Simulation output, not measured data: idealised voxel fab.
Process module name: voxel released beams
For reference, the cross-section in this document is cut, with width 185 nm and square cells of 5 nm.
Cross-section layout: square cells on a grid; listed as bands, top to bottom; a band spans one or more cell rows. Heads up on the band format: heights come first, top then bottom, in nm. After that it's the materials left to right, each with its width in nm. A single material flagged "all across" fills the whole band edge to edge, and "air" means there's empty space there. It should be noted that heights are counted from 0, beneath which the wafer as supplied is of one material throughout, and that the lowest band possesses no lower boundary but continues downward, as written in "0..down". With a width like "30->40", each row of cells in the band differs from the next by the same amount, the top row carrying the first number and the bottom row the second. "nothing different" -> step changed no cross-section cell. Each empty space that has no open way to the top and spans at least 8 cells appears under "Enclosed void list" as width x height at distance, the distance counted from the left edge, all in nm. Post-settings text on a step line: simulator's own remark regarding the step. For masked steps, "overlay nm" on the step line gives how far right of plan the mask actually lay; a minus sign means it lay to the left.

PLANNED STEP LIST FOR THE PROCESS
| 1 | op RECEIVE | material Si |
| 2 | op CONFORMAL_DEP | material SiN | thk nm 5 |
| 3 | op DIRECTIONAL_DEP | material SiO2 | thk nm 10 |
| 4 | op MASKED_ETCH | tone open | mask id ANCHOR | width nm 45 | etch materials SiO2 | depth nm 10 | overlay nm 0 |
| 5 | op CONFORMAL_DEP | material TiN | thk nm 15 |
| 6 | op DIRECTIONAL_DEP | material aC | thk nm 15 |
| 7 | op PATTERN | tone cover | mask id BEAM | material resist | width nm 120 | thk nm 30 | overlay nm -15 |
| 8 | op DIRECTIONAL_ETCH | etch materials aC | depth nm 15 |
| 9 | op STRIP | etch materials resist |
| 10 | op DIRECTIONAL_ETCH | etch materials TiN | depth nm 15 |
| 11 | op STRIP | etch materials aC |
| 12 | op STRIP | etch materials SiO2 |
All wafers enter the flow in the same state. The overlay nm at step 7 differs from wafer to wafer, and the plan gives the value for the first wafer.

RECEIVED WAFERS, FIRST OF SEVERAL: CROSS-SECTION AFTER STEP 1
    0..down = Si all across
    Enclosed void list: none

CROSS-SECTION OF THE FIRST OF SEVERAL WAFERS, TAKEN AFTER STEP 12, WHERE THE MODULE ENDS
    30..20 = 15 nm air, 35 nm TiN, 15 nm air, 70 nm TiN, 50 nm air
    20..15 = 15 nm air, 120 nm TiN, 50 nm air
    15..5 = 35 nm air, 45 nm TiN, 105 nm air
    5..0 = SiN all across
    0..down = Si all across
    Enclosed void list: none

CROSS-SECTIONAL VIEW, END OF MODULE, LAST WAFER OF SEVERAL
    30..20 = 45 nm air, 5 nm TiN, 15 nm air, 100 nm TiN, 20 nm air
    20..15 = 45 nm air, 120 nm TiN, 20 nm air
    15..5 = 35 nm air, 45 nm TiN, 105 nm air
    5..0 = SiN all across
    0..down = Si all across
    Enclosed void list: none

GAINED (+) OR LOST (-) CELLS OF EACH MATERIAL SINCE RECEIPT, THEN CLOSED VOIDS: ONE ROW PER WAFER, AT THE END OF THE MODULE
overlay nm -15; +37 SiN; +84 TiN; Enclosed void list: none
overlay nm -10; +37 SiN; +84 TiN; Enclosed void list: none
overlay nm -5; +37 SiN; +84 TiN; Enclosed void list: none
overlay nm 0; +37 SiN; +84 TiN; Enclosed void list: none
overlay nm 5; +37 SiN; +84 TiN; Enclosed void list: none
overlay nm 10; +37 SiN; +84 TiN; Enclosed void list: none
overlay nm 15; +37 SiN; +84 TiN; Enclosed void list: none
